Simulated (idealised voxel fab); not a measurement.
Documented hereafter: the process module known as voxel gate over fins.
Cross-section cut: width 250 nm, square cells of 5 nm.
Heads up, the way a cross-section reads in here is a grid of square cells, handed over as bands from the top down, with every band being one or more rows of cells.
Band: top and bottom heights (nm) first, top before bottom; then materials from left to right, widths in nm. "all across" marks a sole material filling the band edge to edge. "air" denotes empty space.
Heights are reckoned from 0. Under this level, the received wafer is all of one material. The bottommost band is open-ended downward, for example "top 0, no bottom".
The width entry "30..40" should be interpreted row by row: the top row of cells in the band takes the first number, the bottom row takes the second number, and the change between adjacent rows is uniform throughout.
When a step is marked "nothing was modified", none of the cells in the cross-section changed during that step.
Closed cavity list: empty space of 8 cells or more with no open way to the top, each as width x height at its distance from the left edge, in nm
Text after the settings on a step's line: the simulator's own remark on that step.
When a step includes a mask, the "overlay nm" setting on its line states how far to the right of its planned place that mask lay, and negative values state how far to the left.

[Steps planned for the process]
- 1: op RECEIVE | material Si
- 2: op CONFORMAL_DEP | material SiN | thk nm 10
- 3: op PATTERN | tone cover | mask id FINS | material resist | width nm 15 | pitch nm 50 | thk nm 20 | overlay nm 0
- 4: op DIRECTIONAL_ETCH | etch materials SiN | depth nm 10
- 5: op DIRECTIONAL_ETCH | etch materials Si | depth nm 30
- 6: op STRIP | etch materials resist
- 7: op FILL_DEP | material SiO2 | thk nm 5
- 8: op CMP | height nm 10
- 9: op MASKED_ETCH | tone open | mask id RAIL | width nm 15 | etch materials SiO2 | depth nm 35 | overlay nm 0
- 10: op CONFORMAL_DEP | material TiN | thk nm 5
- 11: op FILL_DEP | material W | thk nm 10
- 12: op CMP | height nm 10
- 13: op SELECTIVE_ETCH | etch materials W Ru TiN | depth nm 30
- 14: op FILL_DEP | material SiO2 | thk nm 5
- 15: op CMP | height nm 10
- 16: op SELECTIVE_ETCH | etch materials SiO2 | depth nm 25
- 17: op STRIP | etch materials SiN
- 18: op CONFORMAL_DEP | material HfO2 | thk nm 5
- 19: op CONFORMAL_DEP | material TiN | thk nm 5
- 20: op CONFORMAL_DEP | material TiAl | thk nm 5
- 21: op CONFORMAL_DEP | material TiN | thk nm 5
- 22: op FILL_DEP | material W | thk nm 15
- 23: op CMP | height nm 30
- 24: op CONFORMAL_DEP | material SiCN | thk nm 5

[as received, after step 1]
- top 0, no bottom | Si all across
- Closed cavity list: none

[The module was run from the start shown above using the plan shown above, but one mistake was made doing it; the resulting wafer cross-section is below]
- top 35, bottom 30 | SiCN all across
- top 30, bottom 20 | W all across
- top 20, bottom 15 | W: 45, then TiN: 155, then W: 50
- top 15, bottom 10 | W: 45, then TiN: 5, then TiAl: 45, then TiN: 5, then TiAl: 45, then TiN: 5, then TiAl: 45, then TiN: 5, then W: 50
- top 10, bottom 5 | W: 45, then TiN: 5, then TiAl: 5, then TiN: 35, then TiAl: 5, then TiN: 5, then TiAl: 5, then TiN: 35, then TiAl: 5, then TiN: 5, then TiAl: 5, then TiN: 35, then TiAl: 5, then TiN: 5, then W: 50
- top 5, bottom 0 | TiN: 50, then TiAl: 5, then TiN: 5, then HfO2: 25, then TiN: 5, then TiAl: 5, then TiN: 5, then TiAl: 5, then TiN: 5, then HfO2: 25, then TiN: 5, then TiAl: 5, then TiN: 5, then TiAl: 5, then TiN: 5, then HfO2: 25, then TiN: 5, then TiAl: 5, then TiN: 55
- top 0, bottom -5 | TiAl: 55, then TiN: 5, then HfO2: 5, then Si: 15, then HfO2: 5, then TiN: 5, then TiAl: 15, then TiN: 5, then HfO2: 5, then Si: 15, then HfO2: 5, then TiN: 5, then TiAl: 15, then TiN: 5, then HfO2: 5, then Si: 15, then HfO2: 5, then TiN: 5, then TiAl: 60
- top -5, bottom -10 | TiN: 60, then HfO2: 5, then Si: 15, then HfO2: 5, then TiN: 25, then HfO2: 5, then Si: 15, then HfO2: 5, then TiN: 25, then HfO2: 5, then Si: 15, then HfO2: 5, then TiN: 65
- top -10, bottom -15 | HfO2: 65, then Si: 15, then HfO2: 35, then Si: 15, then HfO2: 35, then Si: 15, then HfO2: 70
- top -15, bottom -20 | SiO2: 65, then Si: 15, then SiO2: 35, then Si: 15, then SiO2: 35, then Si: 15, then SiO2: 70
- top -20, bottom -25 | TiN: 65, then Si: 15, then TiN: 10, then SiO2: 15, then TiN: 10, then Si: 15, then TiN: 35, then Si: 15, then TiN: 70
- top -25, bottom -30 | SiO2: 65, then Si: 15, then SiO2: 35, then Si: 15, then SiO2: 35, then Si: 15, then SiO2: 70
- top -30, no bottom | Si all across
- Closed cavity list: none
In executing the process, a mistake was made relative to the plan: in deviation from the planned setting, step 9 was conducted as op MASKED_ETCH | tone cover | mask id RAIL | width nm 15 | etch materials SiO2 | depth nm 35 | overlay nm 0
